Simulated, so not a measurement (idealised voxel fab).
Process module name: voxel quadruple lines
Section shown: cut. Width: 140 nm. Cell size: 5 nm, square.
Cross-section = grid of square cells, listed top down in bands; band = one or more rows. What a band's entry tells you: where the top is and where the bottom is, as heights in nm, and after that what lies inside, material by material from left to right, each with its width in nm. Empty space is written as the word "empty", and a single material marked with the word "full width" occupies the band from edge to edge. Where do heights start? At 0: under that level the wafer as delivered is made of one material only. And the lowest band has no floor; it just carries on downward, as in "0 nm and below". Per-row width for "30 to 40": begins at first number (top row of band), ends at second number (bottom row), increment between rows held constant. Step marked "no modifications"? Then no cell in the cross-section changed in it. Closed-off voids of 8+ cells (no open route to the top) go in "Enclosed internal cavities", written width x height at distance from the left edge, in nm. Past the settings on a step's line: simulator remark, on that step. "overlay nm" on a masked step: distance the mask lay right of its planned place, negative for left.
Listed below are the process steps as planned
| 1 | RECEIVE (material Si) |
| 2 | CONFORMAL_DEP (material SiO2; thk nm 5) |
| 3 | DIRECTIONAL_DEP (material TiN; thk nm 10) |
| 4 | DIRECTIONAL_DEP (material polySi; thk nm 15) |
| 5 | DIRECTIONAL_DEP (material aC; thk nm 20) |
| 6 | PATTERN (tone cover; mask id MANDREL; material resist; width nm 35; thk nm 25; overlay nm 0) |
| 7 | DIRECTIONAL_ETCH (etch materials aC; depth nm 20) |
| 8 | STRIP (etch materials resist) |
| 9 | CONFORMAL_DEP (material SiO2; thk nm 15) |
| 10 | DIRECTIONAL_ETCH (etch materials SiO2; depth nm 15) |
| 11 | STRIP (etch materials aC) |
| 12 | DIRECTIONAL_ETCH (etch materials polySi; depth nm 15) |
| 13 | STRIP (etch materials SiO2) |
| 14 | CONFORMAL_DEP (material SiCN; thk nm 10) |
| 15 | DIRECTIONAL_ETCH (etch materials SiCN; depth nm 10) |
| 16 | STRIP (etch materials polySi) |
| 17 | DIRECTIONAL_ETCH (etch materials TiN; depth nm 10) |
| 18 | STRIP (etch materials SiCN) |
| 19 | FILL_DEP (material SiO2; thk nm 10) |
| 20 | CMP (height nm 15) |
Cross-section of the wafer as it came to us, i.e., already through step 1
    0 nm and below = Si full width
    Enclosed internal cavities: none
Below is the wafer in cross-section after the module was completed. It began from the starting point shown above and followed the plan shown above, except that one mistake was made while running it
    15 nm to 5 nm = SiO2 20 nm  TiN 10 nm  SiO2 15 nm  TiN 10 nm  SiO2 25 nm  TiN 10 nm  SiO2 15 nm  TiN 10 nm  SiO2 25 nm
    5 nm to 0 nm = SiO2 full width
    0 nm and below = Si full width
    Enclosed internal cavities: none
Diagnosis: in deviation from the planned setting, step 6 was conducted as PATTERN (tone cover; mask id MANDREL; material resist; width nm 45; thk nm 25; overlay nm 0)
